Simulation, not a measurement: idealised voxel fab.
process module | voxel wiring stack
Cross-section cut: width 205 nm, square cells of 5 nm.
How to read a cross-section here: the picture is a grid of square cells, written as bands going from the top down, and any band can span one or more rows of cells.
Band entry format. Leading values: height of top, height of bottom, nm. Remainder: materials in left-to-right order, each with its width in nm. Special words: "all across" on a single material, which then fills the band edge to edge; "air", empty space.
We count height from 0. Below that, the starting wafer is all one material. The lowest band never ends at the bottom but goes on down; see "z 0 and below" for how that is written.
Note: "30->40" means the width goes from the first number (top row of the band) to the second number (bottom row) in equal steps per row of cells.
"no alterations made" means the step left every cell of the cross-section as it was.
Closed-off voids of 8+ cells (no open route to the top) go in "Sealed internal voids", written width x height at distance from the left edge, in nm.
On each step's line, the part that comes after the settings is the simulator's own comment on the step.
"overlay nm", when on a step's line for a step with a mask, measures how far to the right of its planned place the mask lay; a negative measure means to the left.

BELOW IS THE LIST OF PLANNED PROCESS STEPS
1,RECEIVE with material Si
2,CONFORMAL_DEP with material SiO2, thk nm 15
3,DIRECTIONAL_DEP with material TiN, thk nm 5
4,DIRECTIONAL_DEP with material W, thk nm 15
5,MASKED_ETCH with tone cover, mask id METAL_1, width nm 25, pitch nm 55, etch materials W, depth nm 15, overlay nm 0
6,MASKED_ETCH with tone cover, mask id METAL_1, width nm 25, pitch nm 55, etch materials TiN, depth nm 5, overlay nm 0
7,CONFORMAL_DEP with material SiCN, thk nm 5
8,FILL_DEP with material SiO2, thk nm 10
9,CMP with height nm 35
10,CONFORMAL_DEP with material SiCN, thk nm 5
11,DIRECTIONAL_DEP with material SiO2, thk nm 20
12,PATTERN with tone open, mask id PLUG_1, material resist, width nm 15, pitch nm 55, thk nm 15, overlay nm 0
13,DIRECTIONAL_ETCH with etch materials SiO2, depth nm 20
14,DIRECTIONAL_ETCH with etch materials SiCN, depth nm 5
15,STRIP with etch materials resist
16,CONFORMAL_DEP with material TiN, thk nm 5
17,FILL_DEP with material Cu, thk nm 5
18,CMP with height nm 60
19,CONFORMAL_DEP with material SiCN, thk nm 5
20,DIRECTIONAL_DEP with material lowk, thk nm 15
21,DIRECTIONAL_DEP with material aC, thk nm 10
22,PATTERN with tone open, mask id METAL_2, material resist, width nm 25, pitch nm 55, thk nm 25, overlay nm 0
23,DIRECTIONAL_ETCH with etch materials aC, depth nm 10
24,STRIP with etch materials resist
25,DIRECTIONAL_ETCH with etch materials lowk, depth nm 15
26,DIRECTIONAL_ETCH with etch materials SiCN, depth nm 5
27,STRIP with etch materials aC
28,CONFORMAL_DEP with material TiN, thk nm 5
29,FILL_DEP with material Cu, thk nm 10
30,CMP with height nm 80
31,CONFORMAL_DEP with material SiCN, thk nm 5
32,DIRECTIONAL_DEP with material SiO2, thk nm 15
33,PATTERN with tone open, mask id PLUG_2, material resist, width nm 15, pitch nm 55, thk nm 20, overlay nm 0
34,DIRECTIONAL_ETCH with etch materials SiO2, depth nm 15
35,DIRECTIONAL_ETCH with etch materials SiCN, depth nm 5
36,STRIP with etch materials resist
37,EPI with material Ru, thk nm 10
38,EPI with material Ru, thk nm 10
39,CONFORMAL_DEP with material SiCN, thk nm 5
40,DIRECTIONAL_DEP with material SiO2, thk nm 20
41,DIRECTIONAL_DEP with material aC, thk nm 10
42,PATTERN with tone open, mask id METAL_3, material resist, width nm 25, pitch nm 55, thk nm 25, overlay nm 0
43,DIRECTIONAL_ETCH with etch materials aC, depth nm 10
44,STRIP with etch materials resist
45,DIRECTIONAL_ETCH with etch materials SiO2, depth nm 20
46,DIRECTIONAL_ETCH with etch materials SiCN, depth nm 5
47,STRIP with etch materials aC
48,CONFORMAL_DEP with material TiN, thk nm 5
49,FILL_DEP with material Ru, thk nm 10
50,CMP with height nm 125
51,CONFORMAL_DEP with material SiN, thk nm 5

INCOMING WAFER, CROSS-SECTIONAL VIEW, POST STEP 1
  z 0 and below = Si all across
  Sealed internal voids: none

RESULT OF THE MODULE, CROSS-SECTIONED: START PER ABOVE, PLAN PER ABOVE, ONE ERROR IN HOW IT WAS RUN
  z 130 to 125 = SiN all across
  z 125 to 105 = 60 SiO2 / 5 TiN / 15 Ru / 5 TiN / 30 SiO2 / 5 TiN / 15 Ru / 5 TiN / 65 SiO2
  z 105 to 100 = 60 SiCN / 25 TiN / 30 SiCN / 25 TiN / 65 SiCN
  z 100 to 85 = 60 SiO2 / 15 Ru / 40 SiO2 / 15 Ru / 75 SiO2
  z 85 to 80 = 60 SiCN / 15 Ru / 40 SiCN / 15 Ru / 75 SiCN
  z 80 to 70 = 60 lowk / 5 TiN / 15 Cu / 5 TiN / 30 lowk / 5 TiN / 15 Cu / 5 TiN / 65 lowk
  z 70 to 65 = 60 SiCN / 25 TiN / 30 SiCN / 25 TiN / 65 SiCN
  z 65 to 60 = 65 TiN / 5 Cu / 50 TiN / 5 Cu / 80 TiN
  z 60 to 40 = 60 SiO2 / 5 TiN / 5 Cu / 5 TiN / 40 SiO2 / 5 TiN / 5 Cu / 5 TiN / 75 SiO2
  z 40 to 35 = 60 SiCN / 15 TiN / 40 SiCN / 15 TiN / 75 SiCN
  z 35 to 20 = 55 SiO2 / 5 SiCN / 25 W / 5 SiCN / 20 SiO2 / 5 SiCN / 25 W / 5 SiCN / 60 SiO2
  z 20 to 15 = 60 SiCN / 25 TiN / 30 SiCN / 25 TiN / 65 SiCN
  z 15 to 0 = SiO2 all across
  z 0 and below = Si all across
  Sealed internal voids: none
Finding, execution versus plan: step 18 was run on a setting that differed from the plan, and what really ran there is CMP with height nm 65
